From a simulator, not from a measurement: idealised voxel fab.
process module | voxel capacitor over wiring
cross-section cut | 145 nm wide | cells 5 nm
A cross-section is a grid of square cells, given in bands from the top down. A band is one or more rows of cells.
Each band's line starts with the height of the band's top and of its bottom, in nm. Then come its materials from left to right, each with its width in nm. One material with "throughout" fills the band from edge to edge. "air" is empty space.
Height 0 is the level under which the wafer as received is all one material. The lowest band goes on downwards, as in "0 down".
A width such as "30 to 40" changes by the same amount from each row of cells to the next, from the band's top row to its bottom row.
"no change" after a step means that no cell of the cross-section changed.
closed voids: empty space of 8 cells or more with no open way to the top, each as width x height at its distance from the left edge, in nm
after a step's settings: what the simulator itself notes on the step
overlay nm, on a step with a mask: how far to the right of its planned place the mask lay; to the left if negative
plan
1 op RECEIVE | material Si
2 op CONFORMAL_DEP | material SiO2 | thk nm 10
3 op CONFORMAL_DEP | material SiN | thk nm 5
4 op DIRECTIONAL_DEP | material SiO2 | thk nm 15
5 op MASKED_ETCH | tone open | mask id METAL_1 | width nm 20 | pitch nm 85 | etch materials SiO2 | depth nm 15 | overlay nm 0
6 op MASKED_ETCH | tone open | mask id METAL_1 | width nm 20 | pitch nm 85 | etch materials SiN | depth nm 5 | overlay nm 0
7 op CONFORMAL_DEP | material TiN | thk nm 5
8 op FILL_DEP | material W | thk nm 10
9 op CMP | height nm 30
10 op CONFORMAL_DEP | material SiCN | thk nm 5
11 op DIRECTIONAL_DEP | material SiO2 | thk nm 20
12 op DIRECTIONAL_DEP | material aC | thk nm 10
13 op PATTERN | tone open | mask id PLUG_1 | material resist | width nm 15 | thk nm 25 | overlay nm 0
14 op DIRECTIONAL_ETCH | etch materials aC | depth nm 10
15 op STRIP | etch materials resist
16 op DIRECTIONAL_ETCH | etch materials SiO2 | depth nm 20
17 op DIRECTIONAL_ETCH | etch materials SiCN | depth nm 5
18 op STRIP | etch materials aC
19 op EPI | material Ru | thk nm 10
20 op EPI | material Ru | thk nm 10
21 op EPI | material Ru | thk nm 5
22 op DIRECTIONAL_DEP | material TiN | thk nm 5
23 op DIRECTIONAL_DEP | material SiN | thk nm 5
24 op DIRECTIONAL_DEP | material TiN | thk nm 10
25 op MASKED_ETCH | tone cover | mask id UPPER_PLATE | width nm 70 | etch materials TiN | depth nm 10 | overlay nm 0
26 op MASKED_ETCH | tone cover | mask id UPPER_PLATE | width nm 70 | etch materials SiN | depth nm 5 | overlay nm 0
27 op DIRECTIONAL_DEP | material aC | thk nm 15
28 op PATTERN | tone cover | mask id LOWER_PLATE | material resist | width nm 80 | thk nm 35 | overlay nm 0
29 op DIRECTIONAL_ETCH | etch materials aC | depth nm 15
30 op STRIP | etch materials resist
31 op DIRECTIONAL_ETCH | etch materials TiN | depth nm 5
32 op STRIP | etch materials aC
33 op FILL_DEP | material SiO2 | thk nm 15
34 op CMP | height nm 85
35 op MASKED_ETCH | tone open | mask id PLUG_2 | width nm 15 | etch materials SiO2 | depth nm 10 | overlay nm 0
36 op CONFORMAL_DEP | material TiN | thk nm 5
37 op FILL_DEP | material Cu | thk nm 5
38 op CMP | height nm 85
39 op CONFORMAL_DEP | material SiCN | thk nm 5
as received, after step 1
  0 down: Si throughout
  closed voids: none
a wafer at the end: this start, this plan, one mistake
  90 to 85: SiCN throughout
  85 to 80: SiO2 35 | TiN 5 | Cu 5 | TiN 5 | SiO2 95
  80 to 75: SiO2 35 | TiN 15 | SiO2 95
  75 to 65: SiO2 25 | TiN 70 | SiO2 50
  65 to 60: SiO2 25 | SiN 80 | SiO2 40
  60 to 55: SiO2 20 | TiN 85 | SiO2 40
  55 to 35: SiO2 25 | Ru 15 | SiO2 105
  35 to 30: SiCN 25 | Ru 15 | SiCN 105
  30 to 15: SiO2 20 | TiN 5 | W 10 | TiN 5 | SiO2 65 | TiN 5 | W 10 | TiN 5 | SiO2 20
  15 to 10: SiN 20 | TiN 20 | SiN 65 | TiN 20 | SiN 20
  10 to 0: SiO2 throughout
  0 down: Si throughout
  closed voids: none
what went wrong: step 26 ran as: op MASKED_ETCH | tone cover | mask id UPPER_PLATE | width nm 70 | etch materials SiN | depth nm 5 | overlay nm 10
